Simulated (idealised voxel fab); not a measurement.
Herein follows the process module entitled voxel gate over fins.
It is cross-section cut that appears here, measuring 265 nm in width, its square cells being 5 nm in size.
A cross-section is a grid of square cells, given in bands from the top down. A band is one or more rows of cells.
Look at the band entry: it leads with the top's height and the bottom's height in nm. Then it lists the materials left to right, with a width in nm for each. The word "full width" on a single material says that material fills the band edge to edge. The word "air" is empty space.
Heights from 0 (as-received wafer is one material below). Bottom band endless downward, as "0 -> down".
The width entry "30->40" should be interpreted row by row: the top row of cells in the band takes the first number, the bottom row takes the second number, and the change between adjacent rows is uniform throughout.
When a step is marked "same as before", none of the cells in the cross-section changed during that step.
Reported under the label "Trapped cavities" are the empty spaces having no open way to the top and comprising 8 cells or more; the notation for each is width x height at distance, in which the distance is measured from the left edge and all three values are in nm.
Text after the settings on a step's line: the simulator's own remark on that step.
"overlay nm" on a masked step: distance the mask lay right of its planned place, negative for left.

# Process steps foreseen in the plan
1. RECEIVE,material Si
2. CONFORMAL_DEP,material SiN,thk nm 10
3. DIRECTIONAL_DEP,material aC,thk nm 10
4. PATTERN,tone cover,mask id FINS,material resist,width nm 15,pitch nm 50,thk nm 30,overlay nm 0
5. DIRECTIONAL_ETCH,etch materials aC,depth nm 10
6. STRIP,etch materials resist
7. DIRECTIONAL_ETCH,etch materials SiN,depth nm 10
8. DIRECTIONAL_ETCH,etch materials Si,depth nm 40
9. STRIP,etch materials aC
10. FILL_DEP,material SiO2,thk nm 15
11. CMP,height nm 10
12. PATTERN,tone open,mask id RAIL,material resist,width nm 15,thk nm 15,overlay nm 0
13. DIRECTIONAL_ETCH,etch materials SiO2,depth nm 45
14. STRIP,etch materials resist
15. CONFORMAL_DEP,material TiN,thk nm 5
16. FILL_DEP,material W,thk nm 10
17. CMP,height nm 10
18. SELECTIVE_ETCH,etch materials W Ru TiN,depth nm 25
19. FILL_DEP,material SiO2,thk nm 5
20. CMP,height nm 10
21. SELECTIVE_ETCH,etch materials SiO2,depth nm 20
22. STRIP,etch materials SiN
23. CONFORMAL_DEP,material HfO2,thk nm 5
24. CONFORMAL_DEP,material TiN,thk nm 5
25. CONFORMAL_DEP,material TiAl,thk nm 5
26. CONFORMAL_DEP,material TiN,thk nm 5
27. FILL_DEP,material W,thk nm 10
28. CMP,height nm 25
29. CONFORMAL_DEP,material SiCN,thk nm 10

# Cross-section, incoming material, after step 1
    0 -> down | Si full width
    Trapped cavities: none

# As-planned run: cross-section of the first of two wafers at end of module
    35 -> 25 | SiCN full width
    25 -> 20 | W full width
    20 -> 15 | W=80, then TiN=105, then W=80
    15 -> 10 | W=80, then TiN=5, then TiAl=45, then TiN=5, then TiAl=45, then TiN=5, then W=80
    10 -> 5 | TiN=85, then TiAl=5, then TiN=35, then TiAl=5, then TiN=5, then TiAl=5, then TiN=35, then TiAl=5, then TiN=85
    5 -> 0 | TiAl=90, then TiN=5, then HfO2=25, then TiN=5, then TiAl=15, then TiN=5, then HfO2=25, then TiN=5, then TiAl=90
    0 -> -5 | TiN=95, then HfO2=5, then Si=15, then HfO2=5, then TiN=25, then HfO2=5, then Si=15, then HfO2=5, then TiN=95
    -5 -> -10 | HfO2=100, then Si=15, then HfO2=35, then Si=15, then HfO2=100
    -10 -> -15 | SiO2=100, then Si=15, then SiO2=35, then Si=15, then SiO2=100
    -15 -> -30 | SiO2=100, then Si=15, then SiO2=10, then TiN=5, then W=5, then TiN=5, then SiO2=10, then Si=15, then SiO2=100
    -30 -> -35 | SiO2=100, then Si=15, then SiO2=10, then TiN=15, then SiO2=10, then Si=15, then SiO2=100
    -35 -> -40 | SiO2=100, then Si=15, then SiO2=35, then Si=15, then SiO2=100
    -40 -> down | Si full width
    Trapped cavities: none

# Here's the second of our two wafers sectioned at module end. Same start as the first, same plan, but one mistake got made running it
    35 -> 25 | SiCN full width
    25 -> 20 | W full width
    20 -> 15 | W=80, then TiN=105, then W=80
    15 -> 10 | W=80, then TiN=5, then TiAl=45, then TiN=5, then TiAl=45, then TiN=5, then W=80
    10 -> 5 | TiN=85, then TiAl=5, then TiN=35, then TiAl=5, then TiN=5, then TiAl=5, then TiN=35, then TiAl=5, then TiN=85
    5 -> 0 | TiAl=90, then TiN=5, then HfO2=25, then TiN=5, then TiAl=15, then TiN=5, then HfO2=25, then TiN=5, then TiAl=90
    0 -> -5 | TiN=95, then HfO2=5, then Si=15, then HfO2=5, then TiN=25, then HfO2=5, then Si=15, then HfO2=5, then TiN=95
    -5 -> -10 | HfO2=100, then Si=15, then HfO2=35, then Si=15, then HfO2=100
    -10 -> -15 | SiO2=100, then Si=15, then SiO2=35, then Si=15, then SiO2=100
    -15 -> -30 | SiO2=100, then Si=15, then SiO2=10, then TiN=5, then W=5, then TiN=5, then SiO2=10, then Si=15, then SiO2=100
    -30 -> -35 | SiO2=100, then Si=15, then SiO2=10, then TiN=15, then SiO2=10, then Si=15, then SiO2=100
    -35 -> -50 | SiO2=100, then Si=15, then SiO2=35, then Si=15, then SiO2=100
    -50 -> down | Si full width
    Trapped cavities: none
What broke from the plan during processing? rather than as planned, step 8 actually ran as DIRECTIONAL_ETCH,etch materials Si,depth nm 50
Looking at both finished wafers in cells, the second ends up ahead of or behind the first on some materials: Si: 94 fewer, SiO2: 94 more
